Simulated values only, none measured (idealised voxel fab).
Process module heading - voxel gate over fins
This is section cut - it's 260 nm across, gridded in 5 nm square cells.
Just so we're on the same page, the cross-sections are grids of square cells, and they're listed out in bands top to bottom, each band one or more rows deep.
For a band, the entry starts with two heights in nm, that of the top and then that of the bottom, and carries on with the band's materials in order from left to right, each alongside its width in nm; the word "all across" beside a single material means it fills the band edge to edge, and "air" means empty space.
Heights are reckoned from 0. Under this level, the received wafer is all of one material. The bottommost band is open-ended downward, for example "0 and below".
The expression "30->40" gives the width at the extremes of the band, the first number at its top row of cells and the second at its bottom row, with the width changing by equal amounts from each row to the next in between.
The cross-section has no changed cell in any step marked "same as before".
"Enclosed void catalog" - sealed voids, min. 8 cells, no opening to top; format: width x height at distance (distance from left edge; nm throughout).
That trailing text on a step's line, after the settings, is the simulator's own remark on the step.
On any step carrying a mask, the "overlay nm" setting, if present on the step's line, tells how far right of its planned place the mask lay; negative values point to the left.
## The planned process steps are enumerated hereunder
1,RECEIVE [material Si]
2,CONFORMAL_DEP [material SiN] [thk nm 5]
3,MASKED_ETCH [tone cover] [mask id FINS] [width nm 15] [pitch nm 35] [etch materials SiN] [depth nm 5] [overlay nm 0]
4,MASKED_ETCH [tone cover] [mask id FINS] [width nm 15] [pitch nm 35] [etch materials Si] [depth nm 35] [overlay nm 0]
5,OXIDIZE [depth nm 5]
6,FILL_DEP [material SiO2] [thk nm 15]
7,CMP [height nm 5]
8,SELECTIVE_ETCH [etch materials SiO2] [depth nm 20]
9,STRIP [etch materials SiN]
10,CONFORMAL_DEP [material HfO2] [thk nm 5]
11,CONFORMAL_DEP [material TiN] [thk nm 5]
12,CONFORMAL_DEP [material TiAl] [thk nm 5]
13,CONFORMAL_DEP [material TiN] [thk nm 5]
14,FILL_DEP [material W] [thk nm 15]
15,CMP [height nm 30]
16,CONFORMAL_DEP [material SiN] [thk nm 10]
## Wafer as received: cross-section following step 1
0 and below | Si all across
Enclosed void catalog: none
## Starting wafer: above. Plan: above. Run: one mistake. Cross-section after the module: below
40 down to 30 | SiN all across
30 down to 20 | W all across
20 down to 15 | TiN all across
15 down to 10 | TiAl all across
10 down to 5 | TiN 110 nm  TiAl 5 nm  TiN 30 nm  TiAl 5 nm  TiN 110 nm
5 down to 0 | HfO2 105 nm  TiN 15 nm  HfO2 20 nm  TiN 15 nm  HfO2 105 nm
0 down to -5 | Si 100 nm  HfO2 25 nm  Si 10 nm  HfO2 25 nm  Si 100 nm
-5 and below | Si all across
Enclosed void catalog: none
Short version of what went wrong: rather than as planned, step 3 actually ran as MASKED_ETCH [tone open] [mask id FINS] [width nm 15] [pitch nm 35] [etch materials SiN] [depth nm 5] [overlay nm 0]
